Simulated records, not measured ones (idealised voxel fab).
Name of the process module below: voxel fin reveal
Section cut is 215 nm wide and gridded with 5 nm square cells.
Cross-section, as written here: a square-cell grid given band by band from the top down, where a band holds one or more rows of cells. Per band: top height and bottom height in nm, followed by the left-to-right materials and their widths in nm; "all across" marks a single material spanning edge to edge, "blank" marks empty space. All heights in this document are referenced to 0, defined as the level beneath which the wafer, as received, consists entirely of one material. The lowest band is not bounded below; it extends indefinitely downward and is written in the form "0 nm and below". The two numbers in a width such as "30 to 40" mark its ends across the band: the first belongs to the top row of cells, the second to the bottom row, and from each row to the next the width moves by the same amount. Where the words "all unchanged" appear for a step, the cross-section shows no cell changed by that step; every cell remained as before. Closed empty spaces: empty space of 8 cells or more with no open way to the top, each as width x height at its distance from the left edge, in nm. Step line, after settings: the simulator's comment on this step. overlay nm: mask right of planned place by this much (step with mask). Neg. = left.
Set out below are the planned steps of the process:
- 1: RECEIVE, material Si
- 2: CONFORMAL_DEP, material SiN, thk nm 10
- 3: DIRECTIONAL_DEP, material aC, thk nm 10
- 4: PATTERN, tone cover, mask id FINS, material resist, width nm 15, pitch nm 40, thk nm 25, overlay nm 0
- 5: DIRECTIONAL_ETCH, etch materials aC, depth nm 10
- 6: STRIP, etch materials resist
- 7: DIRECTIONAL_ETCH, etch materials SiN, depth nm 10
- 8: DIRECTIONAL_ETCH, etch materials Si, depth nm 30
- 9: STRIP, etch materials aC
- 10: OXIDIZE, depth nm 5
- 11: FILL_DEP, material SiO2, thk nm 10
- 12: CMP, height nm 10
- 13: SELECTIVE_ETCH, etch materials SiO2, depth nm 25
- 14: STRIP, etch materials SiN
Account of the first of two wafers, which was processed as intended:
As-received wafer cross-section (after step 1):
  0 nm and below: Si all across
  Closed empty spaces: none
The following cross-section depicts the wafer upon completion of step 2:
  10 nm to 0 nm: SiN all across
  Under 0: no change, same as before.
The following cross-section depicts the wafer upon completion of step 3:
  20 nm to 10 nm: aC all across
  Under 10: no change, same as before.
The following cross-section depicts the wafer upon completion of step 4:
  45 nm to 20 nm: blank (60) | resist (15) | blank (25) | resist (15) | blank (25) | resist (15) | blank (60)
  Under 20: no change, same as before.
The following cross-section depicts the wafer upon completion of step 5:
  35 nm to 20 nm: blank (60) | resist (15) | blank (25) | resist (15) | blank (25) | resist (15) | blank (60)
  20 nm to 10 nm: blank (60) | aC (15) | blank (25) | aC (15) | blank (25) | aC (15) | blank (60)
  Under 10: no change, same as before.
The following cross-section depicts the wafer upon completion of step 6:
  20 nm to 10 nm: blank (60) | aC (15) | blank (25) | aC (15) | blank (25) | aC (15) | blank (60)
  Under 10: no change, same as before.
The following cross-section depicts the wafer upon completion of step 7:
  20 nm to 10 nm: blank (60) | aC (15) | blank (25) | aC (15) | blank (25) | aC (15) | blank (60)
  10 nm to 0 nm: blank (60) | SiN (15) | blank (25) | SiN (15) | blank (25) | SiN (15) | blank (60)
  Under 0: no change, same as before.
The following cross-section depicts the wafer upon completion of step 8:
  20 nm to 10 nm: blank (60) | aC (15) | blank (25) | aC (15) | blank (25) | aC (15) | blank (60)
  10 nm to 0 nm: blank (60) | SiN (15) | blank (25) | SiN (15) | blank (25) | SiN (15) | blank (60)
  0 nm to -30 nm: blank (60) | Si (15) | blank (25) | Si (15) | blank (25) | Si (15) | blank (60)
  Under -30: no change, same as before.
The following cross-section depicts the wafer upon completion of step 9:
  10 nm to 0 nm: blank (60) | SiN (15) | blank (25) | SiN (15) | blank (25) | SiN (15) | blank (60)
  Under 0: no change, same as before.
The following cross-section depicts the wafer upon completion of step 10:
  10 nm to 0 nm: blank (60) | SiN (15) | blank (25) | SiN (15) | blank (25) | SiN (15) | blank (60)
  0 nm to -30 nm: blank (60) | SiO2 (5) | Si (5) | SiO2 (5) | blank (25) | SiO2 (5) | Si (5) | SiO2 (5) | blank (25) | SiO2 (5) | Si (5) | SiO2 (5) | blank (60)
  -30 nm to -35 nm: SiO2 (65) | Si (5) | SiO2 (35) | Si (5) | SiO2 (35) | Si (5) | SiO2 (65)
  Under -35: no change, same as before.
The following cross-section depicts the wafer upon completion of step 11:
  20 nm to 10 nm: SiO2 all across
  10 nm to 0 nm: SiO2 (60) | SiN (15) | SiO2 (25) | SiN (15) | SiO2 (25) | SiN (15) | SiO2 (60)
  0 nm to -35 nm: SiO2 (65) | Si (5) | SiO2 (35) | Si (5) | SiO2 (35) | Si (5) | SiO2 (65)
  Under -35: no change, same as before.
The following cross-section depicts the wafer upon completion of step 12:
  10 nm to 0 nm: SiO2 (60) | SiN (15) | SiO2 (25) | SiN (15) | SiO2 (25) | SiN (15) | SiO2 (60)
  Under 0: no change, same as before.
The following cross-section depicts the wafer upon completion of step 13:
  10 nm to 0 nm: blank (60) | SiN (15) | blank (25) | SiN (15) | blank (25) | SiN (15) | blank (60)
  0 nm to -15 nm: blank (65) | Si (5) | blank (35) | Si (5) | blank (35) | Si (5) | blank (65)
  Under -15: no change, same as before.
The following cross-section depicts the wafer upon completion of step 14:
  0 nm to -15 nm: blank (65) | Si (5) | blank (35) | Si (5) | blank (35) | Si (5) | blank (65)
  Under -15: no change, same as before.
Okay, second wafer. Nothing different at the start, nothing different in the plan, just one mistake somewhere in the running. As far as step 10, counting that step, it's the first wafer all over again:
The second wafer cut through, at the time step 11 was supposed to be finished:
  20 nm to 0 nm: SiN all across
  0 nm to -30 nm: SiN (60) | SiO2 (5) | Si (5) | SiO2 (5) | SiN (25) | SiO2 (5) | Si (5) | SiO2 (5) | SiN (25) | SiO2 (5) | Si (5) | SiO2 (5) | SiN (60)
  Under -30: no change, same as before.
The second wafer cut through, at the time step 12 was supposed to be finished:
  10 nm to 0 nm: SiN all across
  Under 0: no change, same as before.
The second wafer cut through, at the time step 13 was supposed to be finished: all unchanged
The second wafer cut through, at the time step 14 was supposed to be finished:
  0 nm to -30 nm: blank (60) | SiO2 (5) | Si (5) | SiO2 (5) | blank (25) | SiO2 (5) | Si (5) | SiO2 (5) | blank (25) | SiO2 (5) | Si (5) | SiO2 (5) | blank (60)
  Under -30: no change, same as before.
Where did the run depart from the plan? step 11 changed vs plan, executed as FILL_DEP, material SiN, thk nm 10
Final comparison by cell count, materials where the second wafer has more or fewer than the first: SiO2: 84 fewer
